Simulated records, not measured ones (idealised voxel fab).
Process module in this document: voxel quadruple lines
Square cell edge 5 nm, section width 160 nm, ID cut.
How to read a cross-section here: the picture is a grid of square cells, written as bands going from the top down, and any band can span one or more rows of cells. A band entry consists of two parts. The first gives the height of the band's top and the height of its bottom, in nm. The rest lists the band's materials from left to right, each with its width in nm. A single material labelled with the word "edge to edge" fills the band from edge to edge, and the word "air" marks empty space. Height is counted from the level 0, under which the received wafer is composed throughout of one material. The lowest of the bands is not closed at the bottom but continues downward, in the notation "from 0 down". The expression "30 to 40" gives the width at the extremes of the band, the first number at its top row of cells and the second at its bottom row, with the width changing by equal amounts from each row to the next in between. The designation "no modification", where it is given for a processing step, indicates that no cell of the cross-section was altered in the course of that step. The entry titled "Completely sealed voids" provides the empty spaces that have no open way to the top, restricted to those of 8 cells or more. Each is presented as width x height at distance, the distance being measured from the left edge, with all three in nm. Where a step's line continues beyond its settings, the continuation is a remark by the simulator itself on that step. "overlay nm" denotes, for a step that has a mask, the displacement of the mask to the right of its planned place, with negative values corresponding to the left.

plan:
1,RECEIVE | material Si
2,CONFORMAL_DEP | material Al2O3 | thk nm 5
3,DIRECTIONAL_DEP | material W | thk nm 10
4,DIRECTIONAL_DEP | material polySi | thk nm 20
5,DIRECTIONAL_DEP | material aC | thk nm 20
6,PATTERN | tone cover | mask id MANDREL | material resist | width nm 20 | pitch nm 60 | thk nm 25 | overlay nm 0
7,DIRECTIONAL_ETCH | etch materials aC | depth nm 20
8,STRIP | etch materials resist
9,CONFORMAL_DEP | material SiO2 | thk nm 10
10,DIRECTIONAL_ETCH | etch materials SiO2 | depth nm 10
11,STRIP | etch materials aC
12,DIRECTIONAL_ETCH | etch materials polySi | depth nm 20
13,STRIP | etch materials SiO2
14,CONFORMAL_DEP | material SiN | thk nm 5
15,DIRECTIONAL_ETCH | etch materials SiN | depth nm 5
16,STRIP | etch materials polySi
17,DIRECTIONAL_ETCH | etch materials W | depth nm 10
18,STRIP | etch materials SiN

Wafer at receipt (post step 1), cross-section:
	from 0 down  Si edge to edge
	Completely sealed voids: none

First of two wafers, end-of-module section, run followed plan:
	from 15 to 5  25 nm air  5 nm W  10 nm air  5 nm W  10 nm air  5 nm W  10 nm air  5 nm W  10 nm air  5 nm W  10 nm air  5 nm W  10 nm air  5 nm W  10 nm air  5 nm W  25 nm air
	from 5 to 0  Al2O3 edge to edge
	from 0 down  Si edge to edge
	Completely sealed voids: none

End of module, second wafer, cross-section. Started like the first, planned like the first, run with one mistake:
	from 25 to 15  25 nm air  5 nm W  10 nm air  5 nm W  10 nm air  5 nm W  10 nm air  5 nm W  10 nm air  5 nm W  10 nm air  5 nm W  10 nm air  5 nm W  10 nm air  5 nm W  25 nm air
	from 15 to 0  Al2O3 edge to edge
	from 0 down  Si edge to edge
	Completely sealed voids: none
Plan not followed: step 2 did not happen as planned, as run it was CONFORMAL_DEP | material Al2O3 | thk nm 15
Count the cells at the end and the second wafer has more or fewer of some materials than the first: Al2O3: 64 more
